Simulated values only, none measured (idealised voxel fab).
Process module under the name voxel tone inversion
The figure presents cross-section cut, which has a width of 205 nm and is divided into square cells with an edge length of 5 nm.
Just so we're on the same page, the cross-sections are grids of square cells, and they're listed out in bands top to bottom, each band one or more rows deep. It is stipulated that each band's entry specify, in nanometres, the height of the top of the band and then that of its bottom, followed by the materials of the band in left-to-right sequence, each together with its width in nanometres. A single material marked by the word "throughout" is understood to fill the band from edge to edge; the word "empty" is understood to denote empty space. It should be noted that heights are counted from 0, beneath which the wafer as supplied is of one material throughout, and that the lowest band possesses no lower boundary but continues downward, as written in "0..down". A width such as "30->40" changes by the same amount from each row of cells to the next, from the band's top row to its bottom row. Take "nothing altered" at face value: in the step it is given for, the cross-section changed in none of its cells. Under "Voids, fully enclosed" you'll find the enclosed gaps, the ones with no way out to the top, that are 8 cells or bigger; each reads width x height at distance, with distance counted from the left edge, everything in nm. Past the settings on a step's line: simulator remark, on that step. The "overlay nm" setting may appear on a step's line; for a step that uses a mask, it gives how far to the right of its planned position the mask lay, and a negative value indicates the left.

[These are the steps we planned for the process]
1. RECEIVE, material Si
2. CONFORMAL_DEP, material SiCN, thk nm 5
3. DIRECTIONAL_DEP, material aC, thk nm 25
4. PATTERN, tone cover, mask id POSTS, material resist, width nm 25, pitch nm 40, thk nm 35, overlay nm 0
5. DIRECTIONAL_ETCH, etch materials aC, depth nm 25
6. STRIP, etch materials resist
7. FILL_DEP, material lowk, thk nm 10
8. CMP, height nm 30
9. STRIP, etch materials aC
10. CONFORMAL_DEP, material TiN, thk nm 5
11. FILL_DEP, material Cu, thk nm 5
12. CMP, height nm 30
13. CONFORMAL_DEP, material SiN, thk nm 5

[Below: the first of two wafers, run as planned]

[This is the cross-section of the wafer as we received it, i.e. after step 1]
  0..down = Si throughout
  Voids, fully enclosed: none

[After step 2: wafer cross-section]
  5..0 = SiCN throughout
  Anything lower than 0 is untouched.

[After step 3: wafer cross-section]
  30..5 = aC throughout
  Anything lower than 5 is untouched.

[After step 4: wafer cross-section]
  65..30 = empty 30 nm  resist 25 nm  empty 15 nm  resist 25 nm  empty 15 nm  resist 25 nm  empty 15 nm  resist 25 nm  empty 30 nm
  Anything lower than 30 is untouched.

[After step 5: wafer cross-section]
  40..30 = empty 30 nm  resist 25 nm  empty 15 nm  resist 25 nm  empty 15 nm  resist 25 nm  empty 15 nm  resist 25 nm  empty 30 nm
  30..5 = empty 30 nm  aC 25 nm  empty 15 nm  aC 25 nm  empty 15 nm  aC 25 nm  empty 15 nm  aC 25 nm  empty 30 nm
  Anything lower than 5 is untouched.

[After step 6: wafer cross-section]
  30..5 = empty 30 nm  aC 25 nm  empty 15 nm  aC 25 nm  empty 15 nm  aC 25 nm  empty 15 nm  aC 25 nm  empty 30 nm
  Anything lower than 5 is untouched.

[After step 7: wafer cross-section]
  40..30 = lowk throughout
  30..5 = lowk 30 nm  aC 25 nm  lowk 15 nm  aC 25 nm  lowk 15 nm  aC 25 nm  lowk 15 nm  aC 25 nm  lowk 30 nm
  Anything lower than 5 is untouched.

[After step 8: wafer cross-section]
  30..5 = lowk 30 nm  aC 25 nm  lowk 15 nm  aC 25 nm  lowk 15 nm  aC 25 nm  lowk 15 nm  aC 25 nm  lowk 30 nm
  Anything lower than 5 is untouched.

[After step 9: wafer cross-section]
  30..5 = lowk 30 nm  empty 25 nm  lowk 15 nm  empty 25 nm  lowk 15 nm  empty 25 nm  lowk 15 nm  empty 25 nm  lowk 30 nm
  Anything lower than 5 is untouched.

[After step 10: wafer cross-section]
  35..30 = TiN 35 nm  empty 15 nm  TiN 25 nm  empty 15 nm  TiN 25 nm  empty 15 nm  TiN 25 nm  empty 15 nm  TiN 35 nm
  30..10 = lowk 30 nm  TiN 5 nm  empty 15 nm  TiN 5 nm  lowk 15 nm  TiN 5 nm  empty 15 nm  TiN 5 nm  lowk 15 nm  TiN 5 nm  empty 15 nm  TiN 5 nm  lowk 15 nm  TiN 5 nm  empty 15 nm  TiN 5 nm  lowk 30 nm
  10..5 = lowk 30 nm  TiN 25 nm  lowk 15 nm  TiN 25 nm  lowk 15 nm  TiN 25 nm  lowk 15 nm  TiN 25 nm  lowk 30 nm
  Anything lower than 5 is untouched.

[After step 11: wafer cross-section]
  40..35 = Cu throughout
  35..30 = TiN 35 nm  Cu 15 nm  TiN 25 nm  Cu 15 nm  TiN 25 nm  Cu 15 nm  TiN 25 nm  Cu 15 nm  TiN 35 nm
  30..10 = lowk 30 nm  TiN 5 nm  Cu 15 nm  TiN 5 nm  lowk 15 nm  TiN 5 nm  Cu 15 nm  TiN 5 nm  lowk 15 nm  TiN 5 nm  Cu 15 nm  TiN 5 nm  lowk 15 nm  TiN 5 nm  Cu 15 nm  TiN 5 nm  lowk 30 nm
  Anything lower than 10 is untouched.

[After step 12: wafer cross-section]
  30..10 = lowk 30 nm  TiN 5 nm  Cu 15 nm  TiN 5 nm  lowk 15 nm  TiN 5 nm  Cu 15 nm  TiN 5 nm  lowk 15 nm  TiN 5 nm  Cu 15 nm  TiN 5 nm  lowk 15 nm  TiN 5 nm  Cu 15 nm  TiN 5 nm  lowk 30 nm
  Anything lower than 10 is untouched.

[After step 13: wafer cross-section]
  35..30 = SiN throughout
  Anything lower than 30 is untouched.

[Second Wafer (Identical Start and Plan, One Processing Error; Matches First Wafer Through Step 1)]

Cross-sectional representation of the second wafer at the time designated in the plan for the completion of step 2: nothing altered

[Cross-sectional representation of the second wafer at the time designated in the plan for the completion of step 3]
  25..0 = aC throughout
  Anything lower than 0 is untouched.

[Cross-sectional representation of the second wafer at the time designated in the plan for the completion of step 4]
  60..25 = empty 30 nm  resist 25 nm  empty 15 nm  resist 25 nm  empty 15 nm  resist 25 nm  empty 15 nm  resist 25 nm  empty 30 nm
  Anything lower than 25 is untouched.

[Cross-sectional representation of the second wafer at the time designated in the plan for the completion of step 5]
  35..25 = empty 30 nm  resist 25 nm  empty 15 nm  resist 25 nm  empty 15 nm  resist 25 nm  empty 15 nm  resist 25 nm  empty 30 nm
  25..0 = empty 30 nm  aC 25 nm  empty 15 nm  aC 25 nm  empty 15 nm  aC 25 nm  empty 15 nm  aC 25 nm  empty 30 nm
  Anything lower than 0 is untouched.

[Cross-sectional representation of the second wafer at the time designated in the plan for the completion of step 6]
  25..0 = empty 30 nm  aC 25 nm  empty 15 nm  aC 25 nm  empty 15 nm  aC 25 nm  empty 15 nm  aC 25 nm  empty 30 nm
  Anything lower than 0 is untouched.

[Cross-sectional representation of the second wafer at the time designated in the plan for the completion of step 7]
  35..25 = lowk throughout
  25..0 = lowk 30 nm  aC 25 nm  lowk 15 nm  aC 25 nm  lowk 15 nm  aC 25 nm  lowk 15 nm  aC 25 nm  lowk 30 nm
  Anything lower than 0 is untouched.

[Cross-sectional representation of the second wafer at the time designated in the plan for the completion of step 8]
  30..25 = lowk throughout
  Anything lower than 25 is untouched.

Cross-sectional representation of the second wafer at the time designated in the plan for the completion of step 9: nothing altered

[Cross-sectional representation of the second wafer at the time designated in the plan for the completion of step 10]
  35..30 = TiN throughout
  Anything lower than 30 is untouched.

[Cross-sectional representation of the second wafer at the time designated in the plan for the completion of step 11]
  40..35 = Cu throughout
  Anything lower than 35 is untouched.

[Cross-sectional representation of the second wafer at the time designated in the plan for the completion of step 12]
  30..25 = lowk throughout
  Anything lower than 25 is untouched.

[Cross-sectional representation of the second wafer at the time designated in the plan for the completion of step 13]
  35..30 = SiN throughout
  Anything lower than 30 is untouched.
what went wrong: plan step 2 skipped
Counted in cells at the end, the second wafer holds more or fewer of these materials than the first: Cu -48; SiCN -41; TiN -52; aC +100; lowk +41
